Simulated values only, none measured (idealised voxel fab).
Process module heading - voxel ribs on slabs
In the cross-section labelled cut, the width is 145 nm and each square cell is 5 nm.
Each cross-section below is a grid of square cells, stated as bands in top-down order, with one or more rows of cells making up each band.
Heights first: top, then bottom, in nm. Then materials, left to right, each with a width in nm. "full width" on a single material: fills the band edge to edge. "blank": empty space.
Height 0 is the level under which the wafer as received is all one material. The lowest band goes on downwards, as in "from 0 down".
Width "30->40": first value at the band's top row of cells, second value at its bottom row, equal change from row to row.
Reading "no change" for a step: not a cell of the cross-section changed in it.
"Internal closed voids" contains a list of empty spaces, each no smaller than 8 cells and without an open way to the top, written in the form width x height at distance with the distance from the left edge and all three in nm.
Read whatever lies past the settings on a step's line as the simulator's own remark about the step.
A step line may carry the setting "overlay nm", which, for steps involving a mask, states the distance by which the mask lay to the right of its intended position; negative values denote displacement to the left.

BELOW IS THE LIST OF PLANNED PROCESS STEPS
1) RECEIVE (material Si)
2) DIRECTIONAL_DEP (material SiO2; thk nm 25)
3) DIRECTIONAL_DEP (material polySi; thk nm 15)
4) DIRECTIONAL_DEP (material aC; thk nm 15)
5) PATTERN (tone cover; mask id RIB; material resist; width nm 25; thk nm 35; overlay nm 0)
6) DIRECTIONAL_ETCH (etch materials aC; depth nm 15)
7) STRIP (etch materials resist)
8) DIRECTIONAL_ETCH (etch materials polySi; depth nm 10)
9) STRIP (etch materials aC)
10) PATTERN (tone cover; mask id SLAB; material resist; width nm 55; thk nm 15; overlay nm 0)
11) DIRECTIONAL_ETCH (etch materials polySi; depth nm 5)
12) STRIP (etch materials resist)
13) FILL_DEP (material SiO2; thk nm 25)
14) CMP (height nm 55)
15) DIRECTIONAL_DEP (material TiN; thk nm 5)
16) DIRECTIONAL_DEP (material aC; thk nm 10)
17) PATTERN (tone cover; mask id HEATER; material resist; width nm 35; thk nm 25; overlay nm 0)
18) DIRECTIONAL_ETCH (etch materials aC; depth nm 10)
19) STRIP (etch materials resist)
20) DIRECTIONAL_ETCH (etch materials TiN; depth nm 5)
21) STRIP (etch materials aC)
22) CONFORMAL_DEP (material SiN; thk nm 10)

DELIVERED WAFER IN CROSS-SECTION: STATE AFTER STEP 1
  from 0 down  Si full width
  Internal closed voids: none

CROSS-SECTIONAL IMAGE OF THE FIRST OF TWO WAFERS AT THE END OF THE MODULE, THE RUN HAVING PROCEEDED AS PLANNED
  from 70 to 65  blank: 45; SiN: 55; blank: 45
  from 65 to 60  SiN full width
  from 60 to 55  SiN: 55; TiN: 35; SiN: 55
  from 55 to 40  SiO2 full width
  from 40 to 30  SiO2: 60; polySi: 25; SiO2: 60
  from 30 to 25  SiO2: 45; polySi: 55; SiO2: 45
  from 25 to 0  SiO2 full width
  from 0 down  Si full width
  Internal closed voids: none

WHAT THE SECOND WAFER LOOKS LIKE IN CROSS-SECTION ONCE THE MODULE IS DONE. ITS START AND ITS PLAN MATCHED THE FIRST WAFER'S EXACTLY; WHAT DIFFERED WAS ONE MISTAKE IN HOW IT WAS RUN
  from 70 to 65  blank: 45; SiN: 55; blank: 45
  from 65 to 60  SiN full width
  from 60 to 55  SiN: 55; TiN: 35; SiN: 55
  from 55 to 40  SiO2 full width
  from 40 to 30  SiO2: 60; polySi: 25; SiO2: 60
  from 30 to 25  SiO2: 40; polySi: 65; SiO2: 40
  from 25 to 0  SiO2 full width
  from 0 down  Si full width
  Internal closed voids: none
In executing the process, a mistake was made relative to the plan: step 10 ran with different settings than intended, the actual operation and settings being PATTERN (tone cover; mask id SLAB; material resist; width nm 65; thk nm 15; overlay nm 0)
Looking at both finished wafers in cells, the second ends up ahead of or behind the first on some materials: SiO2: 2 fewer; polySi: 2 more
